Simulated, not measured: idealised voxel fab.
Presented below is a process module, voxel air gaps.
Each square cell in cross-section cut measures 5 nm, and the section as a whole is 285 nm wide.
A cross-section is a grid of square cells, given in bands from the top down. A band is one or more rows of cells. Within each band entry, the heights of the top and of the bottom of the band appear first, in that order and in nm; the materials of the band then follow from left to right, each with its corresponding width in nm. The designation "full width" on a single material indicates that it fills the band from edge to edge; the designation "air" indicates empty space. Convention: height 0 is the level below which the wafer, as received, is all one material. The lowest band does not terminate at the bottom but continues downward, represented as "0 and below". A two-number width, for instance "30 to 40", indicates that the width is equal to the first number in the top row of the band and to the second number in the bottom row, and that it changes by a constant amount per row of cells. For the purposes of this document, the phrase "same as before" attached to a step denotes that no cell within the cross-section was modified by that step. Each empty space that has no open way to the top and spans at least 8 cells appears under "Unvented internal voids" as width x height at distance, the distance counted from the left edge, all in nm. Read whatever lies past the settings on a step's line as the simulator's own remark about the step. overlay nm: mask right of planned place by this much (step with mask). Neg. = left.

Set out below are the planned steps of the process
1. RECEIVE | material Si
2. CONFORMAL_DEP | material SiO2 | thk nm 15
3. CONFORMAL_DEP | material SiN | thk nm 5
4. DIRECTIONAL_DEP | material SiO2 | thk nm 35
5. PATTERN | tone open | mask id LINES | material resist | width nm 25 | pitch nm 50 | thk nm 20 | overlay nm -15
6. DIRECTIONAL_ETCH | etch materials SiO2 | depth nm 35
7. STRIP | etch materials resist
8. CONFORMAL_DEP | material TiN | thk nm 5
9. FILL_DEP | material W | thk nm 5
10. CMP | height nm 55
11. EPI | material Ru | thk nm 10
12. SELECTIVE_ETCH | etch materials SiO2 | depth nm 45
13. CONFORMAL_DEP | material SiCN | thk nm 5
Where the wafers of this document differ is in the overlay nm of step 5; they start out the same, and the plan states the value that applied to the first wafer.

Step 1 complete: as-received cross-section of the first of several wafers
- 0 and below  Si full width
- Unvented internal voids: none

Cross-section of the first of several wafers once the module has run through its last step, step 13
- 70 down to 65  50 nm air | 155 nm SiCN | 80 nm air
- 65 down to 55  50 nm air | 5 nm SiCN | 45 nm Ru | 5 nm SiCN | 45 nm Ru | 5 nm SiCN | 45 nm Ru | 5 nm SiCN | 80 nm air
- 55 down to 50  50 nm air | 15 nm SiCN | 5 nm TiN | 15 nm W | 5 nm TiN | 25 nm SiCN | 5 nm TiN | 15 nm W | 5 nm TiN | 25 nm SiCN | 5 nm TiN | 15 nm W | 5 nm TiN | 15 nm SiCN | 80 nm air
- 50 down to 25  60 nm air | 5 nm SiCN | 5 nm TiN | 15 nm W | 5 nm TiN | 5 nm SiCN | 15 nm air | 5 nm SiCN | 5 nm TiN | 15 nm W | 5 nm TiN | 5 nm SiCN | 15 nm air | 5 nm SiCN | 5 nm TiN | 15 nm W | 5 nm TiN | 5 nm SiCN | 90 nm air
- 25 down to 20  65 nm SiCN | 25 nm TiN | 25 nm SiCN | 25 nm TiN | 25 nm SiCN | 25 nm TiN | 95 nm SiCN
- 20 down to 15  SiN full width
- 15 down to 0  SiO2 full width
- 0 and below  Si full width
- Unvented internal voids: 15 x 25 at 95; 15 x 25 at 145

Sectional view of the last wafer upon completion of the module
- 70 down to 65  80 nm air | 155 nm SiCN | 50 nm air
- 65 down to 55  80 nm air | 5 nm SiCN | 45 nm Ru | 5 nm SiCN | 45 nm Ru | 5 nm SiCN | 45 nm Ru | 5 nm SiCN | 50 nm air
- 55 down to 50  80 nm air | 15 nm SiCN | 5 nm TiN | 15 nm W | 5 nm TiN | 25 nm SiCN | 5 nm TiN | 15 nm W | 5 nm TiN | 25 nm SiCN | 5 nm TiN | 15 nm W | 5 nm TiN | 15 nm SiCN | 50 nm air
- 50 down to 25  90 nm air | 5 nm SiCN | 5 nm TiN | 15 nm W | 5 nm TiN | 5 nm SiCN | 15 nm air | 5 nm SiCN | 5 nm TiN | 15 nm W | 5 nm TiN | 5 nm SiCN | 15 nm air | 5 nm SiCN | 5 nm TiN | 15 nm W | 5 nm TiN | 5 nm SiCN | 60 nm air
- 25 down to 20  95 nm SiCN | 25 nm TiN | 25 nm SiCN | 25 nm TiN | 25 nm SiCN | 25 nm TiN | 65 nm SiCN
- 20 down to 15  SiN full width
- 15 down to 0  SiO2 full width
- 0 and below  Si full width
- Unvented internal voids: 15 x 25 at 125; 15 x 25 at 175

each wafer at the end: cells of each material gained (+) or lost (-) since it was received, then its closed voids
overlay nm -15 | +54 Ru | +127 SiCN | +57 SiN | +171 SiO2 | +51 TiN | +54 W | Unvented internal voids: 15 x 25 at 95; 15 x 25 at 145
overlay nm -10 | +54 Ru | +127 SiCN | +57 SiN | +171 SiO2 | +51 TiN | +54 W | Unvented internal voids: 15 x 25 at 100; 15 x 25 at 150
overlay nm -5 | +54 Ru | +127 SiCN | +57 SiN | +171 SiO2 | +51 TiN | +54 W | Unvented internal voids: 15 x 25 at 105; 15 x 25 at 155
overlay nm 0 | +54 Ru | +127 SiCN | +57 SiN | +171 SiO2 | +51 TiN | +54 W | Unvented internal voids: 15 x 25 at 110; 15 x 25 at 160
overlay nm 5 | +54 Ru | +127 SiCN | +57 SiN | +171 SiO2 | +51 TiN | +54 W | Unvented internal voids: 15 x 25 at 115; 15 x 25 at 165
overlay nm 10 | +54 Ru | +127 SiCN | +57 SiN | +171 SiO2 | +51 TiN | +54 W | Unvented internal voids: 15 x 25 at 120; 15 x 25 at 170
overlay nm 15 | +54 Ru | +127 SiCN | +57 SiN | +171 SiO2 | +51 TiN | +54 W | Unvented internal voids: 15 x 25 at 125; 15 x 25 at 175
